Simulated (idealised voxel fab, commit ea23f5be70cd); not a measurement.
Process module name: voxel wiring stack
Shown is cross-section cut, with a width of 170 nm and square cells of size 5 nm.
A cross-section is written here as square cells arranged in a grid, and it is given in bands from the top down, each band taking up one or more rows of cells.
Per band: top height and bottom height in nm, followed by the left-to-right materials and their widths in nm; "full width" marks a single material spanning edge to edge, "empty" marks empty space.
Height datum 0, below which the as-received substrate wafer is one material. Lowest band open at the bottom, running downward: "top 0, no bottom".
So if you see something like "30->40" for the width, read it as the top row of the band sitting at the first number and the bottom row at the second, with every row in between moving by the same amount as the last.
Where the words "nothing different" appear for a step, the cross-section shows no cell changed by that step; every cell remained as before.
The label "Internal closed voids" introduces a list of the empty spaces, 8 cells or larger, that have no open way up to the top; each entry in it reads width x height at distance, where the distance is taken from the left edge and all three are stated in nm.
What comes after the settings on a step's line is commentary from the simulator itself on that step.
overlay nm: for a step with a mask, the amount by which the mask lay right of where it was planned; a negative amount means left of it.

THE STEPS PLANNED FOR THE PROCESS ARE AS FOLLOWS
| 1 | op RECEIVE | material Si |
| 2 | op CONFORMAL_DEP | material SiO2 | thk nm 10 |
| 3 | op DIRECTIONAL_DEP | material TiN | thk nm 5 |
| 4 | op DIRECTIONAL_DEP | material W | thk nm 25 |
| 5 | op PATTERN | tone cover | mask id METAL_1 | material resist | width nm 30 | pitch nm 55 | thk nm 20 | overlay nm 0 |
| 6 | op DIRECTIONAL_ETCH | etch materials W | depth nm 25 |
| 7 | op DIRECTIONAL_ETCH | etch materials TiN | depth nm 5 |
| 8 | op STRIP | etch materials resist |
| 9 | op FILL_DEP | material lowk | thk nm 5 |
| 10 | op CMP | height nm 40 |
| 11 | op CONFORMAL_DEP | material SiCN | thk nm 5 |
| 12 | op DIRECTIONAL_DEP | material lowk | thk nm 20 |
| 13 | op DIRECTIONAL_DEP | material aC | thk nm 10 |
| 14 | op PATTERN | tone open | mask id PLUG_1 | material resist | width nm 15 | pitch nm 55 | thk nm 25 | overlay nm 0 |
| 15 | op DIRECTIONAL_ETCH | etch materials aC | depth nm 10 |
| 16 | op STRIP | etch materials resist |
| 17 | op DIRECTIONAL_ETCH | etch materials lowk | depth nm 20 |
| 18 | op DIRECTIONAL_ETCH | etch materials SiCN | depth nm 5 |
| 19 | op STRIP | etch materials aC |
| 20 | op CONFORMAL_DEP | material TiN | thk nm 5 |
| 21 | op FILL_DEP | material Cu | thk nm 10 |
| 22 | op CMP | height nm 65 |
| 23 | op CONFORMAL_DEP | material SiN | thk nm 5 |
| 24 | op DIRECTIONAL_DEP | material SiO2 | thk nm 15 |
| 25 | op MASKED_ETCH | tone open | mask id METAL_2 | width nm 30 | pitch nm 55 | etch materials SiO2 | depth nm 15 | overlay nm 0 |
| 26 | op MASKED_ETCH | tone open | mask id METAL_2 | width nm 30 | pitch nm 55 | etch materials SiN | depth nm 5 | overlay nm 0 |
| 27 | op CONFORMAL_DEP | material TiN | thk nm 5 |
| 28 | op FILL_DEP | material Cu | thk nm 10 |
| 29 | op CMP | height nm 85 |
| 30 | op CONFORMAL_DEP | material SiCN | thk nm 5 |

DELIVERED WAFER IN CROSS-SECTION: STATE AFTER STEP 1
	top 0, no bottom: Si full width
	Internal closed voids: none

FINAL WAFER PROFILE IN CROSS-SECTION AFTER THE MODULE, FROM THE SAME START AND PLAN AS ABOVE, WITH ONE MISTAKE MADE DURING PROCESSING
	top 90, bottom 85: SiCN full width
	top 85, bottom 70: 15 nm SiO2 / 5 nm TiN / 20 nm Cu / 5 nm TiN / 25 nm SiO2 / 5 nm TiN / 20 nm Cu / 5 nm TiN / 25 nm SiO2 / 5 nm TiN / 20 nm Cu / 5 nm TiN / 15 nm SiO2
	top 70, bottom 65: 15 nm SiN / 30 nm TiN / 25 nm SiN / 30 nm TiN / 25 nm SiN / 30 nm TiN / 15 nm SiN
	top 65, bottom 60: 15 nm SiCN / 15 nm TiN / 40 nm SiCN / 15 nm TiN / 40 nm SiCN / 15 nm TiN / 30 nm SiCN
	top 60, bottom 40: lowk full width
	top 40, bottom 15: 15 nm lowk / 30 nm W / 25 nm lowk / 30 nm W / 25 nm lowk / 30 nm W / 15 nm lowk
	top 15, bottom 10: 15 nm lowk / 30 nm TiN / 25 nm lowk / 30 nm TiN / 25 nm lowk / 30 nm TiN / 15 nm lowk
	top 10, bottom 0: SiO2 full width
	top 0, no bottom: Si full width
	Internal closed voids: none
The mistake made against the process plan was this: a sequencing error occurred in which plan steps 11 and 12 were transposed
